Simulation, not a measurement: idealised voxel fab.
Documented hereafter: the process module known as voxel trench capacitor.
Xsec cut, 175 nm wide, square cell size 5 nm.
Throughout this document, each cross-section is represented as a grid of square cells and is presented as a sequence of bands enumerated from the top downward, where a band comprises one or more rows of cells.
Look at the band entry: it leads with the top's height and the bottom's height in nm. Then it lists the materials left to right, with a width in nm for each. The word "edge to edge" on a single material says that material fills the band edge to edge. The word "blank" is empty space.
Heights are expressed relative to 0, this being the level below which the as-received wafer comprises one material exclusively. The lowest band is unbounded in the downward direction and is denoted as in "0 down".
When a width is written as two numbers, as in "30->40", the first number is the width in the top row of cells of the band and the second is the width in its bottom row, and the width changes by the same amount from each row to the next.
Given "no alterations made" for a step, no cell of the cross-section differs between before and after that step.
The list in "Unvented cavities" covers empty spaces of 8 cells or more that cannot reach the top through any open way, and it gives each as width x height at distance; the distance is from the left edge, and width, height and distance are in nm.
Post-settings text on a step line: simulator's own remark regarding the step.
For masked steps, "overlay nm" on the step line gives how far right of plan the mask actually lay; a minus sign means it lay to the left.

Steps in the process plan:
1,RECEIVE with material Si
2,CONFORMAL_DEP with material SiN, thk nm 5
3,DIRECTIONAL_DEP with material aC, thk nm 15
4,PATTERN with tone open, mask id TRENCH, material resist, width nm 30, pitch nm 60, thk nm 35, overlay nm 0
5,DIRECTIONAL_ETCH with etch materials aC, depth nm 15
6,STRIP with etch materials resist
7,DIRECTIONAL_ETCH with etch materials SiN, depth nm 5
8,DIRECTIONAL_ETCH with etch materials Si, depth nm 40
9,STRIP with etch materials aC
10,CONFORMAL_DEP with material HfO2, thk nm 5
11,CONFORMAL_DEP with material TiN, thk nm 5
12,FILL_DEP with material W, thk nm 5
13,CMP with height nm 5

As-received wafer cross-section (after step 1):
* 0 down  Si edge to edge
* Unvented cavities: none

First of two wafers, end-of-module section, run followed plan:
* 5 to 0  40 of SiN, then 5 of HfO2, then 5 of TiN, then 10 of W, then 5 of TiN, then 5 of HfO2, then 30 of SiN, then 5 of HfO2, then 5 of TiN, then 10 of W, then 5 of TiN, then 5 of HfO2, then 45 of SiN
* 0 to -30  40 of Si, then 5 of HfO2, then 5 of TiN, then 10 of W, then 5 of TiN, then 5 of HfO2, then 30 of Si, then 5 of HfO2, then 5 of TiN, then 10 of W, then 5 of TiN, then 5 of HfO2, then 45 of Si
* -30 to -35  40 of Si, then 5 of HfO2, then 20 of TiN, then 5 of HfO2, then 30 of Si, then 5 of HfO2, then 20 of TiN, then 5 of HfO2, then 45 of Si
* -35 to -40  40 of Si, then 30 of HfO2, then 30 of Si, then 30 of HfO2, then 45 of Si
* -40 down  Si edge to edge
* Unvented cavities: none

Wafer two, end of module, cross-section. Same start, same plan as wafer one. One mistake in the run:
* 5 to 0  40 of SiN, then 5 of HfO2, then 5 of TiN, then 10 of W, then 5 of TiN, then 5 of HfO2, then 30 of SiN, then 5 of HfO2, then 5 of TiN, then 10 of W, then 5 of TiN, then 5 of HfO2, then 45 of SiN
* 0 to -25  40 of Si, then 5 of HfO2, then 5 of TiN, then 10 of W, then 5 of TiN, then 5 of HfO2, then 30 of Si, then 5 of HfO2, then 5 of TiN, then 10 of W, then 5 of TiN, then 5 of HfO2, then 45 of Si
* -25 to -30  40 of Si, then 5 of HfO2, then 20 of TiN, then 5 of HfO2, then 30 of Si, then 5 of HfO2, then 20 of TiN, then 5 of HfO2, then 45 of Si
* -30 to -35  40 of Si, then 30 of HfO2, then 30 of Si, then 30 of HfO2, then 45 of Si
* -35 down  Si edge to edge
* Unvented cavities: none
So what did we get wrong on this run? for step 8, the planned setting was not used; the step was instead run as DIRECTIONAL_ETCH with etch materials Si, depth nm 35
FYI, end of process, the second wafer has more or fewer cells of some materials than the first: 4 fewer of HfO2 | 12 more of Si | 4 fewer of TiN | 4 fewer of W
